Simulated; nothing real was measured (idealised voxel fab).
Title: Process Module voxel released beams
Square cell edge 5 nm, section width 220 nm, ID cut.
How to read a cross-section here: the picture is a grid of square cells, written as bands going from the top down, and any band can span one or more rows of cells.
Heights first: top, then bottom, in nm. Then materials, left to right, each with a width in nm. "edge to edge" on a single material: fills the band edge to edge. "blank": empty space.
Note: height 0 marks the level under which the wafer is uniformly one material as received. Lowest band unbounded below, written "z 0 and below".
Width "30 to 40": first value at the band's top row of cells, second value at its bottom row, equal change from row to row.
Key: "no change" - step with no changed cell in the cross-section.
If an empty space has no open way to the top and is at least 8 cells in size, "Non-vented voids" lists it, written width x height at distance, where distance is measured from the left edge and every value is in nm.
On each step's line, the part that comes after the settings is the simulator's own comment on the step.
You can add "overlay nm" to a step's line. For a step with a mask, it describes how far the mask lay to the right of its planned position, and a negative number describes a lay to the left.
# The planned process steps are enumerated hereunder
| 1 | RECEIVE, material Si |
| 2 | CONFORMAL_DEP, material Al2O3, thk nm 10 |
| 3 | DIRECTIONAL_DEP, material SiO2, thk nm 20 |
| 4 | DIRECTIONAL_DEP, material aC, thk nm 10 |
| 5 | PATTERN, tone open, mask id ANCHOR, material resist, width nm 35, thk nm 25, overlay nm 0 |
| 6 | DIRECTIONAL_ETCH, etch materials aC, depth nm 10 |
| 7 | STRIP, etch materials resist |
| 8 | DIRECTIONAL_ETCH, etch materials SiO2, depth nm 20 |
| 9 | STRIP, etch materials aC |
| 10 | CONFORMAL_DEP, material polySi, thk nm 15 |
| 11 | PATTERN, tone cover, mask id BEAM, material resist, width nm 130, thk nm 15, overlay nm 0 |
| 12 | DIRECTIONAL_ETCH, etch materials polySi, depth nm 15 |
| 13 | STRIP, etch materials resist |
| 14 | STRIP, etch materials SiO2 |
All wafers enter the flow in the same state. The width nm at step 5 differs from wafer to wafer, and the plan gives the value for the first wafer.
# Cross-section of the first of several wafers on receipt, reflecting completion of step 1
* z 0 and below  Si edge to edge
* Non-vented voids: none
# Cross-section, first of several wafers, end of module, after last step 14
* z 45 to 30  40 of blank; 25 of polySi; 5 of blank; 100 of polySi; 50 of blank
* z 30 to 25  50 of blank; 15 of polySi; 5 of blank; 15 of polySi; 135 of blank
* z 25 to 10  50 of blank; 35 of polySi; 135 of blank
* z 10 to 0  Al2O3 edge to edge
* z 0 and below  Si edge to edge
* Non-vented voids: none
# A cross-section through the last wafer at the close of the module
* z 45 to 30  40 of blank; 15 of polySi; 30 of blank; 85 of polySi; 50 of blank
* z 30 to 25  40 of blank; 15 of polySi; 30 of blank; 15 of polySi; 120 of blank
* z 25 to 10  40 of blank; 60 of polySi; 120 of blank
* z 10 to 0  Al2O3 edge to edge
* z 0 and below  Si edge to edge
* Non-vented voids: none
# Basically each wafer gets a line in the table, showing it at the end of the module: material by material, the cells it gained (+) or lost (-) since we got it, then its closed voids
width nm 35; +88 Al2O3; +102 polySi; Non-vented voids: none
width nm 40; +88 Al2O3; +102 polySi; Non-vented voids: none
width nm 45; +88 Al2O3; +102 polySi; Non-vented voids: none
width nm 50; +88 Al2O3; +102 polySi; Non-vented voids: none
width nm 55; +88 Al2O3; +102 polySi; Non-vented voids: none
width nm 60; +88 Al2O3; +102 polySi; Non-vented voids: none
